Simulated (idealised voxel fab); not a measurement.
Process module heading - voxel transistor to metal
285 nm wide, 5 nm square cells: that's cross-section cut.
Notation: cross-section as square-cell grid; stated in bands, top first, going down; one or more cell rows per band. The band entry comprises the height of the band's top followed by the height of its bottom, expressed in nm, and subsequently the band's materials from left to right, each stated together with its width in nm. Where a single material is marked with the word "everywhere", that material fills the band from edge to edge. The word "blank" represents empty space. Measure heights from 0. That's the level where, below it, the as-received wafer is all one material. The lowest band is bottomless and extends downward; write it as in "0 nm and below". The notation "30 to 40" denotes a width that varies across the rows of cells in the band, beginning at the first number in the top row, finishing at the second number in the bottom row, and changing by an identical amount from each row to the next. You'll sometimes find "no change occurred" written for a step, and that's the way of saying that nowhere in the cross-section did a cell change during that step. Empty spaces counting at least 8 cells and having no open way to the top are listed in "Completely sealed voids". The notation width x height at distance is used for each, the distance being from the left edge and all three values in nm. Step line, after settings: the simulator's comment on this step. "overlay nm", when on a step's line for a step with a mask, measures how far to the right of its planned place the mask lay; a negative measure means to the left.

INTENDED PROCESS STEPS
| 1 | RECEIVE (material Si) |
| 2 | OXIDIZE (depth nm 5) |
| 3 | CONFORMAL_DEP (material SiN; thk nm 10) |
| 4 | DIRECTIONAL_DEP (material aC; thk nm 15) |
| 5 | PATTERN (tone cover; mask id ACTIVE; material resist; width nm 105; pitch nm 130; thk nm 30; overlay nm 0) |
| 6 | DIRECTIONAL_ETCH (etch materials aC; depth nm 15) |
| 7 | STRIP (etch materials resist) |
| 8 | DIRECTIONAL_ETCH (etch materials SiN; depth nm 10) |
| 9 | DIRECTIONAL_ETCH (etch materials SiO2; depth nm 5) |
| 10 | DIRECTIONAL_ETCH (etch materials Si; depth nm 20) |
| 11 | STRIP (etch materials aC) |
| 12 | FILL_DEP (material SiO2; thk nm 5) |
| 13 | CMP (height nm 10) |
| 14 | SELECTIVE_ETCH (etch materials SiO2; depth nm 10) |
| 15 | STRIP (etch materials SiN) |
| 16 | SELECTIVE_ETCH (etch materials SiO2; depth nm 5) |
| 17 | OXIDIZE (depth nm 5) |
| 18 | DIRECTIONAL_DEP (material polySi; thk nm 20) |
| 19 | DIRECTIONAL_DEP (material SiCN; thk nm 10) |
| 20 | PATTERN (tone cover; mask id GATE; material resist; width nm 35; pitch nm 130; thk nm 15; overlay nm 0) |
| 21 | DIRECTIONAL_ETCH (etch materials SiCN; depth nm 20) |
| 22 | DIRECTIONAL_ETCH (etch materials polySi; depth nm 30) |
| 23 | STRIP (etch materials resist) |
| 24 | CONFORMAL_DEP (material SiN; thk nm 10) |
| 25 | DIRECTIONAL_ETCH (etch materials SiN; depth nm 10) |
| 26 | DIRECTIONAL_ETCH (etch materials SiO2; depth nm 5) |
| 27 | DIRECTIONAL_ETCH (etch materials Si; depth nm 10) |
| 28 | EPI (material pSi; thk nm 5) |
| 29 | FILL_DEP (material SiO2; thk nm 5) |
| 30 | CMP (height nm 15) |
| 31 | STRIP (etch materials polySi) |
| 32 | SELECTIVE_ETCH (etch materials SiO2; depth nm 5) |
| 33 | CONFORMAL_DEP (material HfO2; thk nm 5) |
| 34 | CONFORMAL_DEP (material TiN; thk nm 5) |
| 35 | FILL_DEP (material W; thk nm 10) |
| 36 | CMP (height nm 10) |
| 37 | DIRECTIONAL_DEP (material SiO2; thk nm 10) |
| 38 | MASKED_ETCH (tone open; mask id CONTACT; width nm 15; etch materials SiO2; depth nm 25; overlay nm 0) |
| 39 | CONFORMAL_DEP (material TiN; thk nm 5) |
| 40 | FILL_DEP (material W; thk nm 10) |
| 41 | CMP (height nm 20) |
| 42 | DIRECTIONAL_DEP (material TiN; thk nm 5) |
| 43 | DIRECTIONAL_DEP (material W; thk nm 25) |
| 44 | PATTERN (tone cover; mask id METAL_1; material resist; width nm 15; thk nm 15; overlay nm 0) |
| 45 | DIRECTIONAL_ETCH (etch materials W; depth nm 25) |
| 46 | DIRECTIONAL_ETCH (etch materials TiN; depth nm 5) |
| 47 | STRIP (etch materials resist) |
| 48 | CONFORMAL_DEP (material SiN; thk nm 5) |
| 49 | FILL_DEP (material lowk; thk nm 5) |
| 50 | CMP (height nm 50) |
| 51 | CONFORMAL_DEP (material SiCN; thk nm 5) |
| 52 | DIRECTIONAL_DEP (material lowk; thk nm 25) |
| 53 | DIRECTIONAL_DEP (material aC; thk nm 10) |
| 54 | PATTERN (tone open; mask id METAL_2; material resist; width nm 15; pitch nm 130; thk nm 25; overlay nm 0) |
| 55 | DIRECTIONAL_ETCH (etch materials aC; depth nm 10) |
| 56 | STRIP (etch materials resist) |
| 57 | DIRECTIONAL_ETCH (etch materials lowk; depth nm 15) |
| 58 | STRIP (etch materials aC) |
| 59 | DIRECTIONAL_DEP (material aC; thk nm 15) |
| 60 | PATTERN (tone open; mask id METAL_2_HOLES; material resist; width nm 15; pitch nm 130; thk nm 35; overlay nm 0) |
| 61 | DIRECTIONAL_ETCH (etch materials aC; depth nm 15) |
| 62 | STRIP (etch materials resist) |
| 63 | DIRECTIONAL_ETCH (etch materials lowk; depth nm 10) |
| 64 | DIRECTIONAL_ETCH (etch materials SiCN; depth nm 5) |
| 65 | STRIP (etch materials aC) |
| 66 | CONFORMAL_DEP (material TiN; thk nm 5) |
| 67 | FILL_DEP (material Cu; thk nm 10) |
| 68 | CMP (height nm 80) |
| 69 | CONFORMAL_DEP (material SiCN; thk nm 5) |
Among the wafers covered here, the point of difference is the thk nm at step 28; their starting state is shared, and the plan presents the value of the first wafer.

FIRST OF SEVERAL WAFERS (AS RECEIVED, POST STEP 1), CROSS-SECTIONAL VIEW
* 0 nm and below: Si everywhere
* Completely sealed voids: none

BELOW, A ROW FOR EVERY WAFER. READ IT AS THE END-OF-MODULE PICTURE: FOR EACH MATERIAL THE WAFER SHOWS ITS CELLS GAINED (+) OR LOST (-) SINCE IT WAS RECEIVED, AND THEN ITS CLOSED VOIDS
thk nm 5 | +10 Cu | +30 HfO2 | -199 Si | +108 SiCN | +109 SiN | +255 SiO2 | +100 TiN | +88 W | +440 lowk | +28 pSi | Completely sealed voids: none
thk nm 10 | +10 Cu | +30 HfO2 | -199 Si | +108 SiCN | +109 SiN | +231 SiO2 | +100 TiN | +84 W | +440 lowk | +56 pSi | Completely sealed voids: none
thk nm 15 | +10 Cu | +30 HfO2 | -199 Si | +108 SiCN | +109 SiN | +211 SiO2 | +92 TiN | +80 W | +440 lowk | +88 pSi | Completely sealed voids: none
thk nm 20 | +10 Cu | +30 HfO2 | -199 Si | +108 SiCN | +109 SiN | +191 SiO2 | +76 TiN | +76 W | +440 lowk | +128 pSi | Completely sealed voids: none
thk nm 25 | +10 Cu | +30 HfO2 | -199 Si | +108 SiCN | +109 SiN | +166 SiO2 | +76 TiN | +76 W | +440 lowk | +153 pSi | Completely sealed voids: none
thk nm 30 | +10 Cu | +30 HfO2 | -199 Si | +108 SiCN | +109 SiN | +147 SiO2 | +76 TiN | +76 W | +440 lowk | +172 pSi | Completely sealed voids: none
